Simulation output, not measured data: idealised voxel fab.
process module | voxel self aligned vias
Xsec cut, 230 nm wide, square cell size 5 nm.
Reading order for cross-sections: top band down to bottom band. Underlying form: a grid of square cells. Band size: one or more rows of cells.
Heads up on the band format: heights come first, top then bottom, in nm. After that it's the materials left to right, each with its width in nm. A single material flagged "everywhere" fills the whole band edge to edge, and "air" means there's empty space there.
Heads up on the height convention: 0 is the point under which the incoming wafer is all one material, and the lowest band has no bottom, it just keeps going down, like "z 0 and below".
The expression "30->40" gives the width at the extremes of the band, the first number at its top row of cells and the second at its bottom row, with the width changing by equal amounts from each row to the next in between.
"remained unchanged" means the step left every cell of the cross-section as it was.
The entry "Completely sealed voids" lists the empty spaces that cover at least 8 cells and have no open path to the top. Each is written as width x height at distance, where the distance is measured from the left edge and all three values are in nm.
If you see something after the settings on a step's line, that's the simulator's own remark about that step.
"overlay nm" denotes, for a step that has a mask, the displacement of the mask to the right of its planned place, with negative values corresponding to the left.
## This section lists the process steps that were planned
| 1 | RECEIVE | material Si |
| 2 | CONFORMAL_DEP | material SiO2 | thk nm 10 |
| 3 | CONFORMAL_DEP | material SiCN | thk nm 5 |
| 4 | DIRECTIONAL_DEP | material SiO2 | thk nm 30 |
| 5 | DIRECTIONAL_DEP | material aC | thk nm 10 |
| 6 | PATTERN | tone open | mask id LINES | material resist | width nm 20 | pitch nm 55 | thk nm 30 | overlay nm 0 |
| 7 | DIRECTIONAL_ETCH | etch materials aC | depth nm 10 |
| 8 | STRIP | etch materials resist |
| 9 | DIRECTIONAL_ETCH | etch materials SiO2 | depth nm 30 |
| 10 | STRIP | etch materials aC |
| 11 | CONFORMAL_DEP | material TiN | thk nm 5 |
| 12 | FILL_DEP | material Ru | thk nm 5 |
| 13 | CMP | height nm 45 |
| 14 | SELECTIVE_ETCH | etch materials W Ru TiN | depth nm 10 |
| 15 | FILL_DEP | material SiN | thk nm 10 |
| 16 | CMP | height nm 45 |
| 17 | DIRECTIONAL_DEP | material SiO2 | thk nm 15 |
| 18 | DIRECTIONAL_DEP | material aC | thk nm 10 |
| 19 | PATTERN | tone open | mask id VIAS | material resist | width nm 40 | thk nm 30 | overlay nm 0 |
| 20 | DIRECTIONAL_ETCH | etch materials aC | depth nm 10 |
| 21 | STRIP | etch materials resist |
| 22 | DIRECTIONAL_ETCH | etch materials SiO2 | depth nm 15 |
| 23 | DIRECTIONAL_ETCH | etch materials SiN | depth nm 10 |
| 24 | STRIP | etch materials aC |
| 25 | CONFORMAL_DEP | material TiN | thk nm 5 |
| 26 | FILL_DEP | material Cu | thk nm 5 |
| 27 | CMP | height nm 60 |
| 28 | CONFORMAL_DEP | material SiN | thk nm 5 |
Heads up: all these wafers start the same, and what changes between them is the width nm in step 6. The value you see in the plan is just what the first wafer got.
## Cross-section: the first of several wafers in its as-received state, i.e. following step 1
    z 0 and below = Si everywhere
    Completely sealed voids: none
## Below: a row per wafer. Contents at end of module: for every material, cells gained since receipt (+) or lost since receipt (-); then closed voids
width nm 20 | +16 Cu | +12 Ru | +46 SiCN | +54 SiN | +434 SiO2 | +36 TiN | Completely sealed voids: none
width nm 25 | +18 Cu | +18 Ru | +46 SiCN | +56 SiN | +422 SiO2 | +38 TiN | Completely sealed voids: none
width nm 30 | +20 Cu | +24 Ru | +46 SiCN | +58 SiN | +410 SiO2 | +40 TiN | Completely sealed voids: none
width nm 35 | +22 Cu | +30 Ru | +46 SiCN | +60 SiN | +398 SiO2 | +42 TiN | Completely sealed voids: none
width nm 40 | +24 Cu | +36 Ru | +46 SiCN | +62 SiN | +386 SiO2 | +44 TiN | Completely sealed voids: none
